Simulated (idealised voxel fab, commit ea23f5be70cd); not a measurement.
The process module that follows is named voxel spacer lines.
It is cross-section cut that appears here, measuring 155 nm in width, its square cells being 5 nm in size.
Cross-section format: a grid of square cells, given as bands from top to bottom; each band is one or more rows of cells. Read a band's entry like this: the first values are the height of its top and the height of its bottom in nm, and what follows is the sequence of materials from left to right, each with its width in nm. Note that "air" is empty space, and that a single material marked "everywhere" reaches across the band from edge to edge. It should be noted that heights are counted from 0, beneath which the wafer as supplied is of one material throughout, and that the lowest band possesses no lower boundary but continues downward, as written in "0 down". With a width like "30->40", each row of cells in the band differs from the next by the same amount, the top row carrying the first number and the bottom row the second. Any step labelled "no modification" changed none of the cells in the cross-section. The label "Entrapped voids" introduces a list of the empty spaces, 8 cells or larger, that have no open way up to the top; each entry in it reads width x height at distance, where the distance is taken from the left edge and all three are stated in nm. after a step's settings: what the simulator itself notes on the step. overlay nm: step with mask; distance mask lay right of planned place; negative value = left of planned place.
## Below is the list of planned process steps
1 op RECEIVE | material Si
2 op CONFORMAL_DEP | material SiO2 | thk nm 10
3 op DIRECTIONAL_DEP | material polySi | thk nm 10
4 op DIRECTIONAL_DEP | material aC | thk nm 30
5 op PATTERN | tone cover | mask id MANDREL | material resist | width nm 20 | pitch nm 60 | thk nm 35 | overlay nm -15
6 op DIRECTIONAL_ETCH | etch materials aC | depth nm 30
7 op STRIP | etch materials resist
8 op CONFORMAL_DEP | material SiN | thk nm 10
9 op DIRECTIONAL_ETCH | etch materials SiN | depth nm 10
10 op STRIP | etch materials aC
11 op DIRECTIONAL_ETCH | etch materials polySi | depth nm 10
12 op STRIP | etch materials SiN
Every wafer here starts from the same state; it is the step 5 overlay nm that distinguishes them, and the value the plan gives belongs to the first wafer.
## Step 1 complete: as-received cross-section of the first of several wafers
- 0 down = Si everywhere
- Entrapped voids: none
## first wafer at the end, after step 12
- 20 to 10 = air (10)  polySi (10)  air (20)  polySi (10)  air (20)  polySi (10)  air (20)  polySi (10)  air (45)
- 10 to 0 = SiO2 everywhere
- 0 down = Si everywhere
- Entrapped voids: none
## So this is the cross-section on the last wafer at the end of the module
- 20 to 10 = air (40)  polySi (10)  air (20)  polySi (10)  air (20)  polySi (10)  air (20)  polySi (10)  air (15)
- 10 to 0 = SiO2 everywhere
- 0 down = Si everywhere
- Entrapped voids: none
## Take any row and you have a wafer at the end of the module: how many cells of each material it has gained (+) or lost (-) since it was received, and then its closed voids
overlay nm -15; +62 SiO2; +16 polySi; Entrapped voids: none
overlay nm -10; +62 SiO2; +16 polySi; Entrapped voids: none
overlay nm -5; +62 SiO2; +16 polySi; Entrapped voids: none
overlay nm 0; +62 SiO2; +16 polySi; Entrapped voids: none
overlay nm 5; +62 SiO2; +16 polySi; Entrapped voids: none
overlay nm 10; +62 SiO2; +16 polySi; Entrapped voids: none
overlay nm 15; +62 SiO2; +16 polySi; Entrapped voids: none
